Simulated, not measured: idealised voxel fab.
Proc. module: voxel gate over fins
Cross-section cut spans 280 nm and uses square cells 5 nm in size.
Heads up, the way a cross-section reads in here is a grid of square cells, handed over as bands from the top down, with every band being one or more rows of cells.
The entry gives the band's vertical extent as a top height and a bottom height in nm, then its horizontal make-up as materials from left to right, each with a width in nm. "air" stands for empty space; a single material marked "throughout" fills the band edge to edge.
Height is counted from the level 0, under which the received wafer is composed throughout of one material. The lowest of the bands is not closed at the bottom but continues downward, in the notation "0 down".
With a width like "30->40", each row of cells in the band differs from the next by the same amount, the top row carrying the first number and the bottom row the second.
When a step is marked "all unchanged", none of the cells in the cross-section changed during that step.
Closed-off voids of 8+ cells (no open route to the top) go in "Voids, sealed", written width x height at distance from the left edge, in nm.
Read whatever lies past the settings on a step's line as the simulator's own remark about the step.
"overlay nm" answers the question of how far to the right of plan the mask lay on a step that has a mask, and when it is negative the answer is to the left.
Pairs, read this way: before one process step on the one hand, after it on the other, the after cross-section ending at the lowest band that changed; the step between, settings included, beneath. Same starting wafer throughout, but possibly different runs of this module, so no pair continues from the pair above unless its entry headed "Pre-step cross-section" says so.
Pre-step cross-section:
0 down = Si throughout
Voids, sealed: none
Step Result:
5 to 0 = SiN throughout
Nothing below the height 0 has changed.
Voids, sealed: none
The step that takes the structure from the upper cross-section to the lower one is op CONFORMAL_DEP | material SiN | thk nm 5
Pre-step cross-section: see the after view in the pair directly above.
Step Result:
15 to 5 = aC throughout
Nothing below the height 5 has changed.
Voids, sealed: none
The step that takes the structure from the upper cross-section to the lower one is op DIRECTIONAL_DEP | material aC | thk nm 10
Pre-step cross-section: see the after view in the pair directly above.
Step Result:
40 to 15 = air (65)  resist (15)  air (30)  resist (15)  air (30)  resist (15)  air (30)  resist (15)  air (65)
Nothing below the height 15 has changed.
Voids, sealed: none
The step that takes the structure from the upper cross-section to the lower one is op PATTERN | tone cover | mask id FINS | material resist | width nm 15 | pitch nm 45 | thk nm 25 | overlay nm 0
Pre-step cross-section: see the after view in the pair directly above.
Step Result:
30 to 15 = air (65)  resist (15)  air (30)  resist (15)  air (30)  resist (15)  air (30)  resist (15)  air (65)
15 to 5 = air (65)  aC (15)  air (30)  aC (15)  air (30)  aC (15)  air (30)  aC (15)  air (65)
Nothing below the height 5 has changed.
Voids, sealed: none
The step that takes the structure from the upper cross-section to the lower one is op DIRECTIONAL_ETCH | etch materials aC | depth nm 10
Pre-step cross-section: see the after view in the pair directly above.
Step Result:
15 to 5 = air (65)  aC (15)  air (30)  aC (15)  air (30)  aC (15)  air (30)  aC (15)  air (65)
Nothing below the height 5 has changed.
Voids, sealed: none
The step that takes the structure from the upper cross-section to the lower one is op STRIP | etch materials resist
Pre-step cross-section: see the after view in the pair directly above.
Step Result:
15 to 5 = air (65)  aC (15)  air (30)  aC (15)  air (30)  aC (15)  air (30)  aC (15)  air (65)
5 to 0 = air (65)  SiN (15)  air (30)  SiN (15)  air (30)  SiN (15)  air (30)  SiN (15)  air (65)
Nothing below the height 0 has changed.
Voids, sealed: none
The step that takes the structure from the upper cross-section to the lower one is op DIRECTIONAL_ETCH | etch materials SiN | depth nm 5
Pre-step cross-section: see the after view in the pair directly above.
Step Result:
15 to 5 = air (65)  aC (15)  air (30)  aC (15)  air (30)  aC (15)  air (30)  aC (15)  air (65)
5 to 0 = air (65)  SiN (15)  air (30)  SiN (15)  air (30)  SiN (15)  air (30)  SiN (15)  air (65)
0 to -30 = air (65)  Si (15)  air (30)  Si (15)  air (30)  Si (15)  air (30)  Si (15)  air (65)
Nothing below the height -30 has changed.
Voids, sealed: none
The step that takes the structure from the upper cross-section to the lower one is op DIRECTIONAL_ETCH | etch materials Si | depth nm 30
Pre-step cross-section: see the after view in the pair directly above.
Step Result:
5 to 0 = air (65)  SiN (15)  air (30)  SiN (15)  air (30)  SiN (15)  air (30)  SiN (15)  air (65)
Nothing below the height 0 has changed.
Voids, sealed: none
The step that takes the structure from the upper cross-section to the lower one is op STRIP | etch materials aC
Pre-step cross-section: see the after view in the pair directly above.
Step Result:
15 to 5 = SiO2 throughout
5 to 0 = SiO2 (65)  SiN (15)  SiO2 (30)  SiN (15)  SiO2 (30)  SiN (15)  SiO2 (30)  SiN (15)  SiO2 (65)
0 to -30 = SiO2 (65)  Si (15)  SiO2 (30)  Si (15)  SiO2 (30)  Si (15)  SiO2 (30)  Si (15)  SiO2 (65)
Nothing below the height -30 has changed.
Voids, sealed: none
The step that takes the structure from the upper cross-section to the lower one is op FILL_DEP | material SiO2 | thk nm 10
Pre-step cross-section: see the after view in the pair directly above.
Step Result:
5 to 0 = SiO2 (65)  SiN (15)  SiO2 (30)  SiN (15)  SiO2 (30)  SiN (15)  SiO2 (30)  SiN (15)  SiO2 (65)
Nothing below the height 0 has changed.
Voids, sealed: none
The step that takes the structure from the upper cross-section to the lower one is op CMP | height nm 5
Pre-step cross-section: see the after view in the pair directly above.
Step Result:
5 to 0 = air (65)  SiN (15)  air (30)  SiN (15)  air (30)  SiN (15)  air (30)  SiN (15)  air (65)
0 to -15 = air (65)  Si (15)  air (30)  Si (15)  air (30)  Si (15)  air (30)  Si (15)  air (65)
Nothing below the height -15 has changed.
Voids, sealed: none
The step that takes the structure from the upper cross-section to the lower one is op SELECTIVE_ETCH | etch materials SiO2 | depth nm 20
Pre-step cross-section: see the after view in the pair directly above.
Step Result:
0 to -15 = air (65)  Si (15)  air (30)  Si (15)  air (30)  Si (15)  air (30)  Si (15)  air (65)
Nothing below the height -15 has changed.
Voids, sealed: none
The step that takes the structure from the upper cross-section to the lower one is op STRIP | etch materials SiN
Pre-step cross-section: see the after view in the pair directly above.
Step Result:
5 to 0 = air (60)  HfO2 (25)  air (20)  HfO2 (25)  air (20)  HfO2 (25)  air (20)  HfO2 (25)  air (60)
0 to -10 = air (60)  HfO2 (5)  Si (15)  HfO2 (5)  air (20)  HfO2 (5)  Si (15)  HfO2 (5)  air (20)  HfO2 (5)  Si (15)  HfO2 (5)  air (20)  HfO2 (5)  Si (15)  HfO2 (5)  air (60)
-10 to -15 = HfO2 (65)  Si (15)  HfO2 (30)  Si (15)  HfO2 (30)  Si (15)  HfO2 (30)  Si (15)  HfO2 (65)
Nothing below the height -15 has changed.
Voids, sealed: none
The step that takes the structure from the upper cross-section to the lower one is op CONFORMAL_DEP | material HfO2 | thk nm 5
Pre-step cross-section: see the after view in the pair directly above.
Step Result:
10 to 5 = air (55)  TiN (35)  air (10)  TiN (35)  air (10)  TiN (35)  air (10)  TiN (35)  air (55)
5 to 0 = air (55)  TiN (5)  HfO2 (25)  TiN (5)  air (10)  TiN (5)  HfO2 (25)  TiN (5)  air (10)  TiN (5)  HfO2 (25)  TiN (5)  air (10)  TiN (5)  HfO2 (25)  TiN (5)  air (55)
0 to -5 = air (55)  TiN (5)  HfO2 (5)  Si (15)  HfO2 (5)  TiN (5)  air (10)  TiN (5)  HfO2 (5)  Si (15)  HfO2 (5)  TiN (5)  air (10)  TiN (5)  HfO2 (5)  Si (15)  HfO2 (5)  TiN (5)  air (10)  TiN (5)  HfO2 (5)  Si (15)  HfO2 (5)  TiN (5)  air (55)
-5 to -10 = TiN (60)  HfO2 (5)  Si (15)  HfO2 (5)  TiN (20)  HfO2 (5)  Si (15)  HfO2 (5)  TiN (20)  HfO2 (5)  Si (15)  HfO2 (5)  TiN (20)  HfO2 (5)  Si (15)  HfO2 (5)  TiN (60)
Nothing below the height -10 has changed.
Voids, sealed: none
The step that takes the structure from the upper cross-section to the lower one is op CONFORMAL_DEP | material TiN | thk nm 5
Pre-step cross-section: see the after view in the pair directly above.
Step Result:
15 to 10 = air (50)  TiAl (180)  air (50)
10 to 5 = air (50)  TiAl (5)  TiN (35)  TiAl (10)  TiN (35)  TiAl (10)  TiN (35)  TiAl (10)  TiN (35)  TiAl (5)  air (50)
5 to 0 = air (50)  TiAl (5)  TiN (5)  HfO2 (25)  TiN (5)  TiAl (10)  TiN (5)  HfO2 (25)  TiN (5)  TiAl (10)  TiN (5)  HfO2 (25)  TiN (5)  TiAl (10)  TiN (5)  HfO2 (25)  TiN (5)  TiAl (5)  air (50)
0 to -5 = TiAl (55)  TiN (5)  HfO2 (5)  Si (15)  HfO2 (5)  TiN (5)  TiAl (10)  TiN (5)  HfO2 (5)  Si (15)  HfO2 (5)  TiN (5)  TiAl (10)  TiN (5)  HfO2 (5)  Si (15)  HfO2 (5)  TiN (5)  TiAl (10)  TiN (5)  HfO2 (5)  Si (15)  HfO2 (5)  TiN (5)  TiAl (55)
Nothing below the height -5 has changed.
Voids, sealed: none
The step that takes the structure from the upper cross-section to the lower one is op CONFORMAL_DEP | material TiAl | thk nm 5
Pre-step cross-section: see the after view in the pair directly above.
Step Result:
20 to 15 = air (45)  TiN (190)  air (45)
15 to 10 = air (45)  TiN (5)  TiAl (180)  TiN (5)  air (45)
10 to 5 = air (45)  TiN (5)  TiAl (5)  TiN (35)  TiAl (10)  TiN (35)  TiAl (10)  TiN (35)  TiAl (10)  TiN (35)  TiAl (5)  TiN (5)  air (45)
5 to 0 = TiN (50)  TiAl (5)  TiN (5)  HfO2 (25)  TiN (5)  TiAl (10)  TiN (5)  HfO2 (25)  TiN (5)  TiAl (10)  TiN (5)  HfO2 (25)  TiN (5)  TiAl (10)  TiN (5)  HfO2 (25)  TiN (5)  TiAl (5)  TiN (50)
Nothing below the height 0 has changed.
Voids, sealed: none
The step that takes the structure from the upper cross-section to the lower one is op CONFORMAL_DEP | material TiN | thk nm 5
Pre-step cross-section: see the after view in the pair directly above.
Step Result:
30 to 20 = W throughout
20 to 15 = W (45)  TiN (190)  W (45)
15 to 10 = W (45)  TiN (5)  TiAl (180)  TiN (5)  W (45)
10 to 5 = W (45)  TiN (5)  TiAl (5)  TiN (35)  TiAl (10)  TiN (35)  TiAl (10)  TiN (35)  TiAl (10)  TiN (35)  TiAl (5)  TiN (5)  W (45)
Nothing below the height 5 has changed.
Voids, sealed: none
The step that takes the structure from the upper cross-section to the lower one is op FILL_DEP | material W | thk nm 10
Pre-step cross-section: see the after view in the pair directly above.
Step Result:
25 to 20 = W throughout
Nothing below the height 20 has changed.
Voids, sealed: none
The step that takes the structure from the upper cross-section to the lower one is op CMP | height nm 25
Pre-step cross-section: see the after view in the pair directly above.
Step Result:
35 to 25 = SiCN throughout
Nothing below the height 25 has changed.
Voids, sealed: none
The step that takes the structure from the upper cross-section to the lower one is op CONFORMAL_DEP | material SiCN | thk nm 10
Pre-step cross-section:
5 to 0 = air (60)  HfO2 (25)  air (20)  HfO2 (25)  air (20)  HfO2 (25)  air (20)  HfO2 (25)  air (60)
0 to -10 = air (60)  HfO2 (5)  Si (15)  HfO2 (5)  air (20)  HfO2 (5)  Si (15)  HfO2 (5)  air (20)  HfO2 (5)  Si (15)  HfO2 (5)  air (20)  HfO2 (5)  Si (15)  HfO2 (5)  air (60)
-10 to -15 = HfO2 (65)  Si (15)  HfO2 (30)  Si (15)  HfO2 (30)  Si (15)  HfO2 (30)  Si (15)  HfO2 (65)
-15 to -30 = SiO2 (65)  Si (15)  SiO2 (30)  Si (15)  SiO2 (30)  Si (15)  SiO2 (30)  Si (15)  SiO2 (65)
-30 down = Si throughout
Voids, sealed: none
Step Result:
10 to 5 = air (55)  TiAl (35)  air (10)  TiAl (35)  air (10)  TiAl (35)  air (10)  TiAl (35)  air (55)
5 to 0 = air (55)  TiAl (5)  HfO2 (25)  TiAl (5)  air (10)  TiAl (5)  HfO2 (25)  TiAl (5)  air (10)  TiAl (5)  HfO2 (25)  TiAl (5)  air (10)  TiAl (5)  HfO2 (25)  TiAl (5)  air (55)
0 to -5 = air (55)  TiAl (5)  HfO2 (5)  Si (15)  HfO2 (5)  TiAl (5)  air (10)  TiAl (5)  HfO2 (5)  Si (15)  HfO2 (5)  TiAl (5)  air (10)  TiAl (5)  HfO2 (5)  Si (15)  HfO2 (5)  TiAl (5)  air (10)  TiAl (5)  HfO2 (5)  Si (15)  HfO2 (5)  TiAl (5)  air (55)
-5 to -10 = TiAl (60)  HfO2 (5)  Si (15)  HfO2 (5)  TiAl (20)  HfO2 (5)  Si (15)  HfO2 (5)  TiAl (20)  HfO2 (5)  Si (15)  HfO2 (5)  TiAl (20)  HfO2 (5)  Si (15)  HfO2 (5)  TiAl (60)
Nothing below the height -10 has changed.
Voids, sealed: none
The step that takes the structure from the upper cross-section to the lower one is op CONFORMAL_DEP | material TiAl | thk nm 5
Pre-step cross-section: see the after view in the pair directly above.
Step Result:
15 to 10 = air (50)  TiN (180)  air (50)
10 to 5 = air (50)  TiN (5)  TiAl (35)  TiN (10)  TiAl (35)  TiN (10)  TiAl (35)  TiN (10)  TiAl (35)  TiN (5)  air (50)
5 to 0 = air (50)  TiN (5)  TiAl (5)  HfO2 (25)  TiAl (5)  TiN (10)  TiAl (5)  HfO2 (25)  TiAl (5)  TiN (10)  TiAl (5)  HfO2 (25)  TiAl (5)  TiN (10)  TiAl (5)  HfO2 (25)  TiAl (5)  TiN (5)  air (50)
0 to -5 = TiN (55)  TiAl (5)  HfO2 (5)  Si (15)  HfO2 (5)  TiAl (5)  TiN (10)  TiAl (5)  HfO2 (5)  Si (15)  HfO2 (5)  TiAl (5)  TiN (10)  TiAl (5)  HfO2 (5)  Si (15)  HfO2 (5)  TiAl (5)  TiN (10)  TiAl (5)  HfO2 (5)  Si (15)  HfO2 (5)  TiAl (5)  TiN (55)
Nothing below the height -5 has changed.
Voids, sealed: none
The step that takes the structure from the upper cross-section to the lower one is op CONFORMAL_DEP | material TiN | thk nm 5
Pre-step cross-section: see the after view in the pair directly above.
Step Result:
25 to 15 = W throughout
15 to 10 = W (50)  TiN (180)  W (50)
10 to 5 = W (50)  TiN (5)  TiAl (35)  TiN (10)  TiAl (35)  TiN (10)  TiAl (35)  TiN (10)  TiAl (35)  TiN (5)  W (50)
5 to 0 = W (50)  TiN (5)  TiAl (5)  HfO2 (25)  TiAl (5)  TiN (10)  TiAl (5)  HfO2 (25)  TiAl (5)  TiN (10)  TiAl (5)  HfO2 (25)  TiAl (5)  TiN (10)  TiAl (5)  HfO2 (25)  TiAl (5)  TiN (5)  W (50)
Nothing below the height 0 has changed.
Voids, sealed: none
The step that takes the structure from the upper cross-section to the lower one is op FILL_DEP | material W | thk nm 10
Pre-step cross-section: see the after view in the pair directly above.
Step Result:
35 to 25 = SiCN throughout
Nothing below the height 25 has changed.
Voids, sealed: none
The step that takes the structure from the upper cross-section to the lower one is op CONFORMAL_DEP | material SiCN | thk nm 10
Pre-step cross-section:
15 to 5 = air (65)  aC (15)  air (30)  aC (15)  air (30)  aC (15)  air (30)  aC (15)  air (65)
5 to 0 = air (65)  SiN (15)  air (30)  SiN (15)  air (30)  SiN (15)  air (30)  SiN (15)  air (65)
0 to -30 = air (65)  Si (15)  air (30)  Si (15)  air (30)  Si (15)  air (30)  Si (15)  air (65)
-30 down = Si throughout
Voids, sealed: none
Step Result:
15 to 5 = air (65)  aC (15)  air (30)  aC (15)  air (30)  aC (15)  air (30)  aC (15)  air (65)
5 to 0 = air (65)  SiN (15)  air (30)  SiN (15)  air (30)  SiN (15)  air (30)  SiN (15)  air (65)
0 to -60 = air (65)  Si (15)  air (30)  Si (15)  air (30)  Si (15)  air (30)  Si (15)  air (65)
Nothing below the height -60 has changed.
Voids, sealed: none
The step that takes the structure from the upper cross-section to the lower one is op DIRECTIONAL_ETCH | etch materials Si | depth nm 30
Pre-step cross-section: see the after view in the pair directly above.
Step Result:
5 to 0 = air (65)  SiN (15)  air (30)  SiN (15)  air (30)  SiN (15)  air (30)  SiN (15)  air (65)
Nothing below the height 0 has changed.
Voids, sealed: none
The step that takes the structure from the upper cross-section to the lower one is op STRIP | etch materials aC
Pre-step cross-section: see the after view in the pair directly above.
Step Result:
15 to 5 = SiO2 throughout
5 to 0 = SiO2 (65)  SiN (15)  SiO2 (30)  SiN (15)  SiO2 (30)  SiN (15)  SiO2 (30)  SiN (15)  SiO2 (65)
0 to -60 = SiO2 (65)  Si (15)  SiO2 (30)  Si (15)  SiO2 (30)  Si (15)  SiO2 (30)  Si (15)  SiO2 (65)
Nothing below the height -60 has changed.
Voids, sealed: none
The step that takes the structure from the upper cross-section to the lower one is op FILL_DEP | material SiO2 | thk nm 10
Pre-step cross-section: see the after view in the pair directly above.
Step Result:
5 to 0 = SiO2 (65)  SiN (15)  SiO2 (30)  SiN (15)  SiO2 (30)  SiN (15)  SiO2 (30)  SiN (15)  SiO2 (65)
Nothing below the height 0 has changed.
Voids, sealed: none
The step that takes the structure from the upper cross-section to the lower one is op CMP | height nm 5
Pre-step cross-section: see the after view in the pair directly above.
Step Result:
5 to 0 = air (65)  SiN (15)  air (30)  SiN (15)  air (30)  SiN (15)  air (30)  SiN (15)  air (65)
0 to -15 = air (65)  Si (15)  air (30)  Si (15)  air (30)  Si (15)  air (30)  Si (15)  air (65)
Nothing below the height -15 has changed.
Voids, sealed: none
The step that takes the structure from the upper cross-section to the lower one is op SELECTIVE_ETCH | etch materials SiO2 | depth nm 20
Pre-step cross-section: see the after view in the pair directly above.
Step Result:
0 to -15 = air (65)  Si (15)  air (30)  Si (15)  air (30)  Si (15)  air (30)  Si (15)  air (65)
Nothing below the height -15 has changed.
Voids, sealed: none
The step that takes the structure from the upper cross-section to the lower one is op STRIP | etch materials SiN
Pre-step cross-section: see the after view in the pair directly above.
Step Result:
5 to 0 = air (60)  HfO2 (25)  air (20)  HfO2 (25)  air (20)  HfO2 (25)  air (20)  HfO2 (25)  air (60)
0 to -10 = air (60)  HfO2 (5)  Si (15)  HfO2 (5)  air (20)  HfO2 (5)  Si (15)  HfO2 (5)  air (20)  HfO2 (5)  Si (15)  HfO2 (5)  air (20)  HfO2 (5)  Si (15)  HfO2 (5)  air (60)
-10 to -15 = HfO2 (65)  Si (15)  HfO2 (30)  Si (15)  HfO2 (30)  Si (15)  HfO2 (30)  Si (15)  HfO2 (65)
Nothing below the height -15 has changed.
Voids, sealed: none
The step that takes the structure from the upper cross-section to the lower one is op CONFORMAL_DEP | material HfO2 | thk nm 5
Pre-step cross-section: see the after view in the pair directly above.
Step Result:
10 to 5 = air (55)  TiN (35)  air (10)  TiN (35)  air (10)  TiN (35)  air (10)  TiN (35)  air (55)
5 to 0 = air (55)  TiN (5)  HfO2 (25)  TiN (5)  air (10)  TiN (5)  HfO2 (25)  TiN (5)  air (10)  TiN (5)  HfO2 (25)  TiN (5)  air (10)  TiN (5)  HfO2 (25)  TiN (5)  air (55)
0 to -5 = air (55)  TiN (5)  HfO2 (5)  Si (15)  HfO2 (5)  TiN (5)  air (10)  TiN (5)  HfO2 (5)  Si (15)  HfO2 (5)  TiN (5)  air (10)  TiN (5)  HfO2 (5)  Si (15)  HfO2 (5)  TiN (5)  air (10)  TiN (5)  HfO2 (5)  Si (15)  HfO2 (5)  TiN (5)  air (55)
-5 to -10 = TiN (60)  HfO2 (5)  Si (15)  HfO2 (5)  TiN (20)  HfO2 (5)  Si (15)  HfO2 (5)  TiN (20)  HfO2 (5)  Si (15)  HfO2 (5)  TiN (20)  HfO2 (5)  Si (15)  HfO2 (5)  TiN (60)
Nothing below the height -10 has changed.
Voids, sealed: none
The step that takes the structure from the upper cross-section to the lower one is op CONFORMAL_DEP | material TiN | thk nm 5
Pre-step cross-section: see the after view in the pair directly above.
Step Result:
15 to 10 = air (50)  TiAl (180)  air (50)
10 to 5 = air (50)  TiAl (5)  TiN (35)  TiAl (10)  TiN (35)  TiAl (10)  TiN (35)  TiAl (10)  TiN (35)  TiAl (5)  air (50)
5 to 0 = air (50)  TiAl (5)  TiN (5)  HfO2 (25)  TiN (5)  TiAl (10)  TiN (5)  HfO2 (25)  TiN (5)  TiAl (10)  TiN (5)  HfO2 (25)  TiN (5)  TiAl (10)  TiN (5)  HfO2 (25)  TiN (5)  TiAl (5)  air (50)
0 to -5 = TiAl (55)  TiN (5)  HfO2 (5)  Si (15)  HfO2 (5)  TiN (5)  TiAl (10)  TiN (5)  HfO2 (5)  Si (15)  HfO2 (5)  TiN (5)  TiAl (10)  TiN (5)  HfO2 (5)  Si (15)  HfO2 (5)  TiN (5)  TiAl (10)  TiN (5)  HfO2 (5)  Si (15)  HfO2 (5)  TiN (5)  TiAl (55)
Nothing below the height -5 has changed.
Voids, sealed: none
The step that takes the structure from the upper cross-section to the lower one is op CONFORMAL_DEP | material TiAl | thk nm 5
Pre-step cross-section: see the after view in the pair directly above.
Step Result:
20 to 15 = air (45)  TiN (190)  air (45)
15 to 10 = air (45)  TiN (5)  TiAl (180)  TiN (5)  air (45)
10 to 5 = air (45)  TiN (5)  TiAl (5)  TiN (35)  TiAl (10)  TiN (35)  TiAl (10)  TiN (35)  TiAl (10)  TiN (35)  TiAl (5)  TiN (5)  air (45)
5 to 0 = TiN (50)  TiAl (5)  TiN (5)  HfO2 (25)  TiN (5)  TiAl (10)  TiN (5)  HfO2 (25)  TiN (5)  TiAl (10)  TiN (5)  HfO2 (25)  TiN (5)  TiAl (10)  TiN (5)  HfO2 (25)  TiN (5)  TiAl (5)  TiN (50)
Nothing below the height 0 has changed.
Voids, sealed: none
The step that takes the structure from the upper cross-section to the lower one is op CONFORMAL_DEP | material TiN | thk nm 5
Pre-step cross-section: see the after view in the pair directly above.
Step Result:
30 to 20 = W throughout
20 to 15 = W (45)  TiN (190)  W (45)
15 to 10 = W (45)  TiN (5)  TiAl (180)  TiN (5)  W (45)
10 to 5 = W (45)  TiN (5)  TiAl (5)  TiN (35)  TiAl (10)  TiN (35)  TiAl (10)  TiN (35)  TiAl (10)  TiN (35)  TiAl (5)  TiN (5)  W (45)
Nothing below the height 5 has changed.
Voids, sealed: none
The step that takes the structure from the upper cross-section to the lower one is op FILL_DEP | material W | thk nm 10
Pre-step cross-section: see the after view in the pair directly above.
Step Result:
25 to 20 = W throughout
Nothing below the height 20 has changed.
Voids, sealed: none
The step that takes the structure from the upper cross-section to the lower one is op CMP | height nm 25
Pre-step cross-section: see the after view in the pair directly above.
Step Result:
35 to 25 = SiCN throughout
Nothing below the height 25 has changed.
Voids, sealed: none
The step that takes the structure from the upper cross-section to the lower one is op CONFORMAL_DEP | material SiCN | thk nm 10
Pre-step cross-section:
10 to 5 = air (55)  TiN (35)  air (10)  TiN (35)  air (10)  TiN (35)  air (10)  TiN (35)  air (55)
5 to 0 = air (55)  TiN (5)  HfO2 (25)  TiN (5)  air (10)  TiN (5)  HfO2 (25)  TiN (5)  air (10)  TiN (5)  HfO2 (25)  TiN (5)  air (10)  TiN (5)  HfO2 (25)  TiN (5)  air (55)
0 to -5 = air (55)  TiN (5)  HfO2 (5)  Si (15)  HfO2 (5)  TiN (5)  air (10)  TiN (5)  HfO2 (5)  Si (15)  HfO2 (5)  TiN (5)  air (10)  TiN (5)  HfO2 (5)  Si (15)  HfO2 (5)  TiN (5)  air (10)  TiN (5)  HfO2 (5)  Si (15)  HfO2 (5)  TiN (5)  air (55)
-5 to -10 = TiN (60)  HfO2 (5)  Si (15)  HfO2 (5)  TiN (20)  HfO2 (5)  Si (15)  HfO2 (5)  TiN (20)  HfO2 (5)  Si (15)  HfO2 (5)  TiN (20)  HfO2 (5)  Si (15)  HfO2 (5)  TiN (60)
-10 to -15 = HfO2 (65)  Si (15)  HfO2 (30)  Si (15)  HfO2 (30)  Si (15)  HfO2 (30)  Si (15)  HfO2 (65)
-15 to -30 = SiO2 (65)  Si (15)  SiO2 (30)  Si (15)  SiO2 (30)  Si (15)  SiO2 (30)  Si (15)  SiO2 (65)
-30 down = Si throughout
Voids, sealed: none
Step Result:
15 to 5 = air (50)  TiN (180)  air (50)
5 to 0 = air (50)  TiN (10)  HfO2 (25)  TiN (20)  HfO2 (25)  TiN (20)  HfO2 (25)  TiN (20)  HfO2 (25)  TiN (10)  air (50)
0 to -10 = TiN (60)  HfO2 (5)  Si (15)  HfO2 (5)  TiN (20)  HfO2 (5)  Si (15)  HfO2 (5)  TiN (20)  HfO2 (5)  Si (15)  HfO2 (5)  TiN (20)  HfO2 (5)  Si (15)  HfO2 (5)  TiN (60)
Nothing below the height -10 has changed.
Voids, sealed: none
The step that takes the structure from the upper cross-section to the lower one is op CONFORMAL_DEP | material TiN | thk nm 5
Pre-step cross-section: see the after view in the pair directly above.
Step Result:
20 to 15 = air (45)  TiAl (190)  air (45)
15 to 5 = air (45)  TiAl (5)  TiN (180)  TiAl (5)  air (45)
5 to 0 = TiAl (50)  TiN (10)  HfO2 (25)  TiN (20)  HfO2 (25)  TiN (20)  HfO2 (25)  TiN (20)  HfO2 (25)  TiN (10)  TiAl (50)
Nothing below the height 0 has changed.
Voids, sealed: none
The step that takes the structure from the upper cross-section to the lower one is op CONFORMAL_DEP | material TiAl | thk nm 5
Pre-step cross-section: see the after view in the pair directly above.
Step Result:
30 to 20 = W throughout
20 to 15 = W (45)  TiAl (190)  W (45)
15 to 5 = W (45)  TiAl (5)  TiN (180)  TiAl (5)  W (45)
Nothing below the height 5 has changed.
Voids, sealed: none
The step that takes the structure from the upper cross-section to the lower one is op FILL_DEP | material W | thk nm 10
Pre-step cross-section: see the after view in the pair directly above.
Step Result:
25 to 20 = W throughout
Nothing below the height 20 has changed.
Voids, sealed: none
The step that takes the structure from the upper cross-section to the lower one is op CMP | height nm 25
Pre-step cross-section: see the after view in the pair directly above.
Step Result:
35 to 25 = SiCN throughout
Nothing below the height 25 has changed.
Voids, sealed: none
The step that takes the structure from the upper cross-section to the lower one is op CONFORMAL_DEP | material SiCN | thk nm 10
Pre-step cross-section:
25 to 20 = W throughout
20 to 15 = W (45)  TiN (190)  W (45)
15 to 10 = W (45)  TiN (5)  TiAl (180)  TiN (5)  W (45)
10 to 5 = W (45)  TiN (5)  TiAl (5)  TiN (35)  TiAl (10)  TiN (35)  TiAl (10)  TiN (35)  TiAl (10)  TiN (35)  TiAl (5)  TiN (5)  W (45)
5 to 0 = TiN (50)  TiAl (5)  TiN (5)  HfO2 (25)  TiN (5)  TiAl (10)  TiN (5)  HfO2 (25)  TiN (5)  TiAl (10)  TiN (5)  HfO2 (25)  TiN (5)  TiAl (10)  TiN (5)  HfO2 (25)  TiN (5)  TiAl (5)  TiN (50)
0 to -5 = TiAl (55)  TiN (5)  HfO2 (5)  Si (15)  HfO2 (5)  TiN (5)  TiAl (10)  TiN (5)  HfO2 (5)  Si (15)  HfO2 (5)  TiN (5)  TiAl (10)  TiN (5)  HfO2 (5)  Si (15)  HfO2 (5)  TiN (5)  TiAl (10)  TiN (5)  HfO2 (5)  Si (15)  HfO2 (5)  TiN (5)  TiAl (55)
-5 to -10 = TiN (60)  HfO2 (5)  Si (15)  HfO2 (5)  TiN (20)  HfO2 (5)  Si (15)  HfO2 (5)  TiN (20)  HfO2 (5)  Si (15)  HfO2 (5)  TiN (20)  HfO2 (5)  Si (15)  HfO2 (5)  TiN (60)
-10 to -15 = HfO2 (65)  Si (15)  HfO2 (30)  Si (15)  HfO2 (30)  Si (15)  HfO2 (30)  Si (15)  HfO2 (65)
-15 to -30 = SiO2 (65)  Si (15)  SiO2 (30)  Si (15)  SiO2 (30)  Si (15)  SiO2 (30)  Si (15)  SiO2 (65)
-30 down = Si throughout
Voids, sealed: none
Step Result:
40 to 25 = SiCN throughout
Nothing below the height 25 has changed.
Voids, sealed: none
The step that takes the structure from the upper cross-section to the lower one is op CONFORMAL_DEP | material SiCN | thk nm 15
Pre-step cross-section:
15 to 5 = aC throughout
5 to 0 = SiN throughout
0 down = Si throughout
Voids, sealed: none
Step Result:
40 to 15 = air (65)  resist (20)  air (25)  resist (20)  air (25)  resist (20)  air (25)  resist (20)  air (60)
Nothing below the height 15 has changed.
Voids, sealed: none
The step that takes the structure from the upper cross-section to the lower one is op PATTERN | tone cover | mask id FINS | material resist | width nm 20 | pitch nm 45 | thk nm 25 | overlay nm 0
Pre-step cross-section: see the after view in the pair directly above.
Step Result:
30 to 15 = air (65)  resist (20)  air (25)  resist (20)  air (25)  resist (20)  air (25)  resist (20)  air (60)
15 to 5 = air (65)  aC (20)  air (25)  aC (20)  air (25)  aC (20)  air (25)  aC (20)  air (60)
Nothing below the height 5 has changed.
Voids, sealed: none
The step that takes the structure from the upper cross-section to the lower one is op DIRECTIONAL_ETCH | etch materials aC | depth nm 10
Pre-step cross-section: see the after view in the pair directly above.
Step Result:
15 to 5 = air (65)  aC (20)  air (25)  aC (20)  air (25)  aC (20)  air (25)  aC (20)  air (60)
Nothing below the height 5 has changed.
Voids, sealed: none
The step that takes the structure from the upper cross-section to the lower one is op STRIP | etch materials resist
Pre-step cross-section: see the after view in the pair directly above.
Step Result:
15 to 5 = air (65)  aC (20)  air (25)  aC (20)  air (25)  aC (20)  air (25)  aC (20)  air (60)
5 to 0 = air (65)  SiN (20)  air (25)  SiN (20)  air (25)  SiN (20)  air (25)  SiN (20)  air (60)
Nothing below the height 0 has changed.
Voids, sealed: none
The step that takes the structure from the upper cross-section to the lower one is op DIRECTIONAL_ETCH | etch materials SiN | depth nm 5
Pre-step cross-section: see the after view in the pair directly above.
Step Result:
15 to 5 = air (65)  aC (20)  air (25)  aC (20)  air (25)  aC (20)  air (25)  aC (20)  air (60)
5 to 0 = air (65)  SiN (20)  air (25)  SiN (20)  air (25)  SiN (20)  air (25)  SiN (20)  air (60)
0 to -30 = air (65)  Si (20)  air (25)  Si (20)  air (25)  Si (20)  air (25)  Si (20)  air (60)
Nothing below the height -30 has changed.
Voids, sealed: none
The step that takes the structure from the upper cross-section to the lower one is op DIRECTIONAL_ETCH | etch materials Si | depth nm 30
Pre-step cross-section: see the after view in the pair directly above.
Step Result:
5 to 0 = air (65)  SiN (20)  air (25)  SiN (20)  air (25)  SiN (20)  air (25)  SiN (20)  air (60)
Nothing below the height 0 has changed.
Voids, sealed: none
The step that takes the structure from the upper cross-section to the lower one is op STRIP | etch materials aC
Pre-step cross-section: see the after view in the pair directly above.
Step Result:
15 to 5 = SiO2 throughout
5 to 0 = SiO2 (65)  SiN (20)  SiO2 (25)  SiN (20)  SiO2 (25)  SiN (20)  SiO2 (25)  SiN (20)  SiO2 (60)
0 to -30 = SiO2 (65)  Si (20)  SiO2 (25)  Si (20)  SiO2 (25)  Si (20)  SiO2 (25)  Si (20)  SiO2 (60)
Nothing below the height -30 has changed.
Voids, sealed: none
The step that takes the structure from the upper cross-section to the lower one is op FILL_DEP | material SiO2 | thk nm 10
